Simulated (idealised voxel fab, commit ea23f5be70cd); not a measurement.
Process module name: voxel self aligned vias
We display cut, a cross-section 290 nm in width whose square cells are each 5 nm.
Cross-section format: a grid of square cells, given as bands from top to bottom; each band is one or more rows of cells.
The band entry comprises the height of the band's top followed by the height of its bottom, expressed in nm, and subsequently the band's materials from left to right, each stated together with its width in nm. Where a single material is marked with the word "everywhere", that material fills the band from edge to edge. The word "empty" represents empty space.
Basically, 0 is our baseline, since under it the wafer straight out of the box is all one material. The bottom band has no lower end and keeps on going down, so it looks like "top 0, no bottom".
Width: "30..40" (first number = top row, second number = bottom row, same change from row to row of cells).
"remains unaltered" means the step left every cell of the cross-section as it was.
If an empty space has no open way to the top and is at least 8 cells in size, "Cavities, sealed" lists it, written width x height at distance, where distance is measured from the left edge and every value is in nm.
It should be noted that, on the line of a given step, the content following the step's settings is a remark produced by the simulator itself with respect to that step.
What "overlay nm" on a step's line means: if the step has a mask, that mask lay this far to the right of its planned place, or, when the value is negative, to the left.

**Set out below are the planned steps of the process**
| 1 | RECEIVE [material Si] |
| 2 | CONFORMAL_DEP [material SiO2] [thk nm 15] |
| 3 | CONFORMAL_DEP [material SiCN] [thk nm 5] |
| 4 | DIRECTIONAL_DEP [material SiO2] [thk nm 20] |
| 5 | PATTERN [tone open] [mask id LINES] [material resist] [width nm 25] [pitch nm 55] [thk nm 15] [overlay nm 0] |
| 6 | DIRECTIONAL_ETCH [etch materials SiO2] [depth nm 20] |
| 7 | STRIP [etch materials resist] |
| 8 | CONFORMAL_DEP [material TiN] [thk nm 5] |
| 9 | FILL_DEP [material Ru] [thk nm 5] |
| 10 | CMP [height nm 40] |
| 11 | SELECTIVE_ETCH [etch materials W Ru TiN] [depth nm 10] |
| 12 | FILL_DEP [material SiN] [thk nm 10] |
| 13 | CMP [height nm 40] |
| 14 | DIRECTIONAL_DEP [material SiO2] [thk nm 15] |
| 15 | DIRECTIONAL_DEP [material aC] [thk nm 15] |
| 16 | PATTERN [tone open] [mask id VIAS] [material resist] [width nm 35] [pitch nm 55] [thk nm 35] [overlay nm -15] |
| 17 | DIRECTIONAL_ETCH [etch materials aC] [depth nm 15] |
| 18 | STRIP [etch materials resist] |
| 19 | DIRECTIONAL_ETCH [etch materials SiO2] [depth nm 15] |
| 20 | DIRECTIONAL_ETCH [etch materials SiN] [depth nm 10] |
| 21 | STRIP [etch materials aC] |
| 22 | CONFORMAL_DEP [material TiN] [thk nm 5] |
| 23 | FILL_DEP [material Ru] [thk nm 5] |
| 24 | CMP [height nm 55] |
| 25 | CONFORMAL_DEP [material SiCN] [thk nm 5] |
Wafer-to-wafer difference: overlay nm, step 16. Common start. Plan = first wafer's value.

**first wafer as received, after step 1**
  top 0, no bottom | Si everywhere
  Cavities, sealed: none

**Here's the first of several wafers in cross-section, end of the module, after the last step, step 25**
  top 60, bottom 55 | SiCN everywhere
  top 55, bottom 45 | SiO2=85  TiN=5  Ru=25  TiN=5  SiO2=20  TiN=5  Ru=25  TiN=5  SiO2=115
  top 45, bottom 40 | SiO2=85  TiN=25  Ru=5  TiN=5  SiO2=20  TiN=25  Ru=5  TiN=5  SiO2=115
  top 40, bottom 35 | SiO2=105  TiN=5  Ru=5  TiN=5  SiN=10  SiO2=30  TiN=5  Ru=5  TiN=5  SiN=10  SiO2=105
  top 35, bottom 30 | SiO2=105  TiN=15  SiN=10  SiO2=30  TiN=15  SiN=10  SiO2=105
  top 30, bottom 25 | SiO2=105  TiN=5  Ru=15  TiN=5  SiO2=30  TiN=5  Ru=15  TiN=5  SiO2=105
  top 25, bottom 20 | SiO2=105  TiN=25  SiO2=30  TiN=25  SiO2=105
  top 20, bottom 15 | SiCN everywhere
  top 15, bottom 0 | SiO2 everywhere
  top 0, no bottom | Si everywhere
  Cavities, sealed: none

**A cross-section through the last wafer at the close of the module**
  top 60, bottom 55 | SiCN everywhere
  top 55, bottom 45 | SiO2=115  TiN=5  Ru=25  TiN=5  SiO2=20  TiN=5  Ru=25  TiN=5  SiO2=85
  top 45, bottom 40 | SiO2=115  TiN=5  Ru=5  TiN=25  SiO2=20  TiN=5  Ru=5  TiN=25  SiO2=85
  top 40, bottom 35 | SiO2=105  SiN=10  TiN=5  Ru=5  TiN=5  SiO2=30  SiN=10  TiN=5  Ru=5  TiN=5  SiO2=105
  top 35, bottom 30 | SiO2=105  SiN=10  TiN=15  SiO2=30  SiN=10  TiN=15  SiO2=105
  top 30, bottom 25 | SiO2=105  TiN=5  Ru=15  TiN=5  SiO2=30  TiN=5  Ru=15  TiN=5  SiO2=105
  top 25, bottom 20 | SiO2=105  TiN=25  SiO2=30  TiN=25  SiO2=105
  top 20, bottom 15 | SiCN everywhere
  top 15, bottom 0 | SiO2 everywhere
  top 0, no bottom | Si everywhere
  Cavities, sealed: none

**Per wafer, end of module: cells gained (+) or lost (-) per material since receipt, then closed voids**
overlay nm -15 | +30 Ru | +116 SiCN | +8 SiN | +498 SiO2 | +44 TiN | Cavities, sealed: none
overlay nm -10 | +34 Ru | +116 SiCN | +4 SiN | +498 SiO2 | +44 TiN | Cavities, sealed: none
overlay nm -5 | +38 Ru | +116 SiCN | +498 SiO2 | +44 TiN | Cavities, sealed: none
overlay nm 0 | +38 Ru | +116 SiCN | +498 SiO2 | +44 TiN | Cavities, sealed: none
overlay nm 5 | +38 Ru | +116 SiCN | +498 SiO2 | +44 TiN | Cavities, sealed: none
overlay nm 10 | +34 Ru | +116 SiCN | +4 SiN | +498 SiO2 | +44 TiN | Cavities, sealed: none
overlay nm 15 | +30 Ru | +116 SiCN | +8 SiN | +498 SiO2 | +44 TiN | Cavities, sealed: none
